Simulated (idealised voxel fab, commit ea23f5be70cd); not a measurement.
Documented hereafter: the process module known as voxel released beams.
The width of the displayed cross-section, cut, is 280 nm; its cells are square, with a size of 5 nm.
Cross-section, as written here: a square-cell grid given band by band from the top down, where a band holds one or more rows of cells. Band entry format. Leading values: height of top, height of bottom, nm. Remainder: materials in left-to-right order, each with its width in nm. Special words: "full width" on a single material, which then fills the band edge to edge; "air", empty space. For the purposes of this specification, 0 denotes the height below which the wafer in its as-received condition is composed wholly of one material, and the lowermost band, lacking a lower limit, extends downward without end, as expressed in "from 0 down". Width: "30..40" (first number = top row, second number = bottom row, same change from row to row of cells). Where the words "remains unaltered" appear for a step, the cross-section shows no cell changed by that step; every cell remained as before. Listed in "Closed void listing": every empty space of 8 or more cells without an open way to the top. Form: width x height at distance, the distance being from the left edge, all in nm. It should be noted that, on the line of a given step, the content following the step's settings is a remark produced by the simulator itself with respect to that step. Steps that use a mask can have "overlay nm" on their line. It says how far the mask sat to the right of where it was meant to be. Negative means to the left.

### List of planned process steps
1. RECEIVE: material Si
2. CONFORMAL_DEP: material Al2O3, thk nm 10
3. DIRECTIONAL_DEP: material SiO2, thk nm 20
4. PATTERN: tone open, mask id ANCHOR, material resist, width nm 25, thk nm 20, overlay nm 0
5. DIRECTIONAL_ETCH: etch materials SiO2, depth nm 20
6. STRIP: etch materials resist
7. CONFORMAL_DEP: material SiN, thk nm 10
8. DIRECTIONAL_DEP: material aC, thk nm 10
9. PATTERN: tone cover, mask id BEAM, material resist, width nm 70, thk nm 30, overlay nm 0
10. DIRECTIONAL_ETCH: etch materials aC, depth nm 10
11. STRIP: etch materials resist
12. DIRECTIONAL_ETCH: etch materials SiN, depth nm 10
13. STRIP: etch materials aC
14. STRIP: etch materials SiO2

### Shown in cross-section is the wafer as received, that is, as it stands after step 1
  from 0 down = Si full width
  Closed void listing: none

### As-planned run: cross-section of the first of two wafers at end of module
  from 40 to 30 = 100 of air, 15 of SiN, 5 of air, 50 of SiN, 110 of air
  from 30 to 20 = 105 of air, 10 of SiN, 5 of air, 10 of SiN, 150 of air
  from 20 to 10 = 105 of air, 25 of SiN, 150 of air
  from 10 to 0 = Al2O3 full width
  from 0 down = Si full width
  Closed void listing: none

### End-of-module cross-section of the second wafer: identical starting point and process plan to the first, with one processing mistake
  from 40 to 30 = 100 of air, 70 of SiN, 110 of air
  from 30 to 20 = Al2O3 full width
  from 20 to 0 = SiO2 full width
  from 0 down = Si full width
  Closed void listing: none
Here's what went sideways: step 2 ran in the slot meant for step 3, and vice versa
In the final state, the cell counts of the second wafer exceed or fall short of those of the first for the following materials: -16 SiN | +224 SiO2
